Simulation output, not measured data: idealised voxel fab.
The document below concerns the process module designated voxel ribs on slabs.
Pictured: cross-section cut, 165 nm wide, on a grid of 5 nm square cells.
Heads up, the way a cross-section reads in here is a grid of square cells, handed over as bands from the top down, with every band being one or more rows of cells. Per band: top height and bottom height in nm, followed by the left-to-right materials and their widths in nm; "throughout" marks a single material spanning edge to edge, "blank" marks empty space. Height datum 0, below which the as-received substrate wafer is one material. Lowest band open at the bottom, running downward: "0 and below". It should be noted that a width expressed as "30..40" varies in equal increments from row to row of cells within the band, taking the value of the first number at the top row and that of the second number at the bottom row. "no alteration" for a step: no cell of the cross-section changed in that step. Closed internal voids: empty space of 8 cells or more with no open way to the top, each as width x height at its distance from the left edge, in nm. after a step's settings: what the simulator itself notes on the step. "overlay nm" on a masked step: distance the mask lay right of its planned place, negative for left.

## Set out below are the planned steps of the process
1 RECEIVE,material Si
2 DIRECTIONAL_DEP,material SiO2,thk nm 30
3 DIRECTIONAL_DEP,material SiN,thk nm 15
4 DIRECTIONAL_DEP,material aC,thk nm 10
5 PATTERN,tone cover,mask id RIB,material resist,width nm 25,thk nm 25,overlay nm 0
6 DIRECTIONAL_ETCH,etch materials aC,depth nm 10
7 STRIP,etch materials resist
8 DIRECTIONAL_ETCH,etch materials SiN,depth nm 10
9 STRIP,etch materials aC
10 MASKED_ETCH,tone cover,mask id SLAB,width nm 55,etch materials SiN,depth nm 5,overlay nm 0
11 FILL_DEP,material SiO2,thk nm 25
12 CMP,height nm 65
13 DIRECTIONAL_DEP,material TiN,thk nm 5
14 DIRECTIONAL_DEP,material aC,thk nm 10
15 PATTERN,tone cover,mask id HEATER,material resist,width nm 35,thk nm 30,overlay nm 0
16 DIRECTIONAL_ETCH,etch materials aC,depth nm 10
17 STRIP,etch materials resist
18 DIRECTIONAL_ETCH,etch materials TiN,depth nm 5
19 STRIP,etch materials aC
20 CONFORMAL_DEP,material SiO2,thk nm 10

## Of two wafers, the first: run according to plan

## As-received state of the wafer in cross-section, equivalent to post-step 1
> 0 and below | Si throughout
> Closed internal voids: none

## Cross-section through the wafer, step 2 finished
> 30 down to 0 | SiO2 throughout
> Below 0 it's all the same as before, nothing changed down there.

## Cross-section through the wafer, step 3 finished
> 45 down to 30 | SiN throughout
> Below 30 it's all the same as before, nothing changed down there.

## Cross-section through the wafer, step 4 finished
> 55 down to 45 | aC throughout
> Below 45 it's all the same as before, nothing changed down there.

## Cross-section through the wafer, step 5 finished
> 80 down to 55 | 70 of blank; 25 of resist; 70 of blank
> Below 55 it's all the same as before, nothing changed down there.

## Cross-section through the wafer, step 6 finished
> 70 down to 55 | 70 of blank; 25 of resist; 70 of blank
> 55 down to 45 | 70 of blank; 25 of aC; 70 of blank
> Below 45 it's all the same as before, nothing changed down there.

## Cross-section through the wafer, step 7 finished
> 55 down to 45 | 70 of blank; 25 of aC; 70 of blank
> Below 45 it's all the same as before, nothing changed down there.

## Cross-section through the wafer, step 8 finished
> 55 down to 45 | 70 of blank; 25 of aC; 70 of blank
> 45 down to 35 | 70 of blank; 25 of SiN; 70 of blank
> Below 35 it's all the same as before, nothing changed down there.

## Cross-section through the wafer, step 9 finished
> 45 down to 35 | 70 of blank; 25 of SiN; 70 of blank
> Below 35 it's all the same as before, nothing changed down there.

## Cross-section through the wafer, step 10 finished
> 45 down to 35 | 70 of blank; 25 of SiN; 70 of blank
> 35 down to 30 | 55 of blank; 55 of SiN; 55 of blank
> Below 30 it's all the same as before, nothing changed down there.

## Cross-section through the wafer, step 11 finished
> 70 down to 45 | SiO2 throughout
> 45 down to 35 | 70 of SiO2; 25 of SiN; 70 of SiO2
> 35 down to 30 | 55 of SiO2; 55 of SiN; 55 of SiO2
> Below 30 it's all the same as before, nothing changed down there.

## Cross-section through the wafer, step 12 finished
> 65 down to 45 | SiO2 throughout
> Below 45 it's all the same as before, nothing changed down there.

## Cross-section through the wafer, step 13 finished
> 70 down to 65 | TiN throughout
> Below 65 it's all the same as before, nothing changed down there.

## Cross-section through the wafer, step 14 finished
> 80 down to 70 | aC throughout
> Below 70 it's all the same as before, nothing changed down there.

## Cross-section through the wafer, step 15 finished
> 110 down to 80 | 65 of blank; 35 of resist; 65 of blank
> Below 80 it's all the same as before, nothing changed down there.

## Cross-section through the wafer, step 16 finished
> 100 down to 80 | 65 of blank; 35 of resist; 65 of blank
> 80 down to 70 | 65 of blank; 35 of aC; 65 of blank
> Below 70 it's all the same as before, nothing changed down there.

## Cross-section through the wafer, step 17 finished
> 80 down to 70 | 65 of blank; 35 of aC; 65 of blank
> Below 70 it's all the same as before, nothing changed down there.

## Cross-section through the wafer, step 18 finished
> 80 down to 70 | 65 of blank; 35 of aC; 65 of blank
> 70 down to 65 | 65 of blank; 35 of TiN; 65 of blank
> Below 65 it's all the same as before, nothing changed down there.

## Cross-section through the wafer, step 19 finished
> 70 down to 65 | 65 of blank; 35 of TiN; 65 of blank
> Below 65 it's all the same as before, nothing changed down there.

## Cross-section through the wafer, step 20 finished
> 80 down to 75 | 55 of blank; 55 of SiO2; 55 of blank
> 75 down to 70 | SiO2 throughout
> 70 down to 65 | 65 of SiO2; 35 of TiN; 65 of SiO2
> Below 65 it's all the same as before, nothing changed down there.

## Second Wafer (Identical Start and Plan, One Processing Error; Matches First Wafer Through Step 4)

## Second wafer shown in cross-section at the time step 5 was slated to end
> 80 down to 55 | 70 of resist; 25 of blank; 70 of resist
> Below 55 it's all the same as before, nothing changed down there.

## Second wafer shown in cross-section at the time step 6 was slated to end
> 70 down to 55 | 70 of resist; 25 of blank; 70 of resist
> 55 down to 45 | 70 of aC; 25 of blank; 70 of aC
> Below 45 it's all the same as before, nothing changed down there.

## Second wafer shown in cross-section at the time step 7 was slated to end
> 55 down to 45 | 70 of aC; 25 of blank; 70 of aC
> Below 45 it's all the same as before, nothing changed down there.

## Second wafer shown in cross-section at the time step 8 was slated to end
> 55 down to 45 | 70 of aC; 25 of blank; 70 of aC
> 45 down to 35 | 70 of SiN; 25 of blank; 70 of SiN
> Below 35 it's all the same as before, nothing changed down there.

## Second wafer shown in cross-section at the time step 9 was slated to end
> 45 down to 35 | 70 of SiN; 25 of blank; 70 of SiN
> Below 35 it's all the same as before, nothing changed down there.

## Second wafer shown in cross-section at the time step 10 was slated to end
> 45 down to 40 | 55 of blank; 15 of SiN; 25 of blank; 15 of SiN; 55 of blank
> Below 40 it's all the same as before, nothing changed down there.

## Second wafer shown in cross-section at the time step 11 was slated to end
> 70 down to 45 | SiO2 throughout
> 45 down to 40 | 55 of SiO2; 15 of SiN; 25 of SiO2; 15 of SiN; 55 of SiO2
> 40 down to 35 | 70 of SiN; 25 of SiO2; 70 of SiN
> Below 35 it's all the same as before, nothing changed down there.

## Second wafer shown in cross-section at the time step 12 was slated to end
> 65 down to 45 | SiO2 throughout
> Below 45 it's all the same as before, nothing changed down there.

## Second wafer shown in cross-section at the time step 13 was slated to end
> 70 down to 65 | TiN throughout
> Below 65 it's all the same as before, nothing changed down there.

## Second wafer shown in cross-section at the time step 14 was slated to end
> 80 down to 70 | aC throughout
> Below 70 it's all the same as before, nothing changed down there.

## Second wafer shown in cross-section at the time step 15 was slated to end
> 110 down to 80 | 65 of blank; 35 of resist; 65 of blank
> Below 80 it's all the same as before, nothing changed down there.

## Second wafer shown in cross-section at the time step 16 was slated to end
> 100 down to 80 | 65 of blank; 35 of resist; 65 of blank
> 80 down to 70 | 65 of blank; 35 of aC; 65 of blank
> Below 70 it's all the same as before, nothing changed down there.

## Second wafer shown in cross-section at the time step 17 was slated to end
> 80 down to 70 | 65 of blank; 35 of aC; 65 of blank
> Below 70 it's all the same as before, nothing changed down there.

## Second wafer shown in cross-section at the time step 18 was slated to end
> 80 down to 70 | 65 of blank; 35 of aC; 65 of blank
> 70 down to 65 | 65 of blank; 35 of TiN; 65 of blank
> Below 65 it's all the same as before, nothing changed down there.

## Second wafer shown in cross-section at the time step 19 was slated to end
> 70 down to 65 | 65 of blank; 35 of TiN; 65 of blank
> Below 65 it's all the same as before, nothing changed down there.

## Second wafer shown in cross-section at the time step 20 was slated to end
> 80 down to 75 | 55 of blank; 55 of SiO2; 55 of blank
> 75 down to 70 | SiO2 throughout
> 70 down to 65 | 65 of SiO2; 35 of TiN; 65 of SiO2
> Below 65 it's all the same as before, nothing changed down there.
Processing error: step 5 did not happen as planned, as run it was PATTERN,tone open,mask id RIB,material resist,width nm 25,thk nm 25,overlay nm 0
Once processing is complete, comparing cell counts shows that the second wafer has more or fewer of certain materials than the first: +46 SiN; -46 SiO2
